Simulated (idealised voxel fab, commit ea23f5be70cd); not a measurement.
process module | voxel gate over fins
cross-section cut | 275 nm wide | cells 5 nm
A cross-section is a grid of square cells, given in bands from the top down. A band is one or more rows of cells.
Each band's line starts with the height of the band's top and of its bottom, in nm. Then come its materials from left to right, each with its width in nm. One material with "throughout" fills the band from edge to edge. "air" is empty space.
Height 0 is the level under which the wafer as received is all one material. The lowest band goes on downwards, as in "0 down".
A width such as "30 to 40" changes by the same amount from each row of cells to the next, from the band's top row to its bottom row.
"no change" after a step means that no cell of the cross-section changed.
closed voids: empty space of 8 cells or more with no open way to the top, each as width x height at its distance from the left edge, in nm
after a step's settings: what the simulator itself notes on the step
overlay nm, on a step with a mask: how far to the right of its planned place the mask lay; to the left if negative
plan
1 op RECEIVE | material Si
2 op CONFORMAL_DEP | material SiN | thk nm 10
3 op MASKED_ETCH | tone cover | mask id FINS | width nm 15 | pitch nm 35 | etch materials SiN | depth nm 10 | overlay nm -15
4 op MASKED_ETCH | tone cover | mask id FINS | width nm 15 | pitch nm 35 | etch materials Si | depth nm 40 | overlay nm 0
5 op FILL_DEP | material SiO2 | thk nm 5
6 op CMP | height nm 10
7 op SELECTIVE_ETCH | etch materials SiO2 | depth nm 20
8 op STRIP | etch materials SiN
9 op CONFORMAL_DEP | material HfO2 | thk nm 5
10 op CONFORMAL_DEP | material TiN | thk nm 5
11 op FILL_DEP | material W | thk nm 10
12 op CMP | height nm 15
13 op CONFORMAL_DEP | material SiCN | thk nm 10
varied across the wafers: overlay nm of step 3. The plan shows the first wafer's value. All wafers start alike
first wafer as received, after step 1
  0 down: Si throughout
  closed voids: none
each wafer at the end: cells of each material gained (+) or lost (-) since it was received, then its closed voids
overlay nm -15 | +63 HfO2 | -296 Si | +110 SiCN | +222 SiO2 | +59 TiN | +117 W | closed voids: none
overlay nm -10 | +67 HfO2 | -320 Si | +110 SiCN | +240 SiO2 | +59 TiN | +119 W | closed voids: none
overlay nm -5 | +67 HfO2 | -344 Si | +110 SiCN | +258 SiO2 | +63 TiN | +121 W | closed voids: none
overlay nm 0 | +67 HfO2 | -368 Si | +110 SiCN | +276 SiO2 | +67 TiN | +123 W | closed voids: none
overlay nm 5 | +67 HfO2 | -344 Si | +110 SiCN | +258 SiO2 | +63 TiN | +121 W | closed voids: none
overlay nm 10 | +67 HfO2 | -320 Si | +110 SiCN | +240 SiO2 | +59 TiN | +119 W | closed voids: none
overlay nm 15 | +63 HfO2 | -296 Si | +110 SiCN | +222 SiO2 | +59 TiN | +117 W | closed voids: none
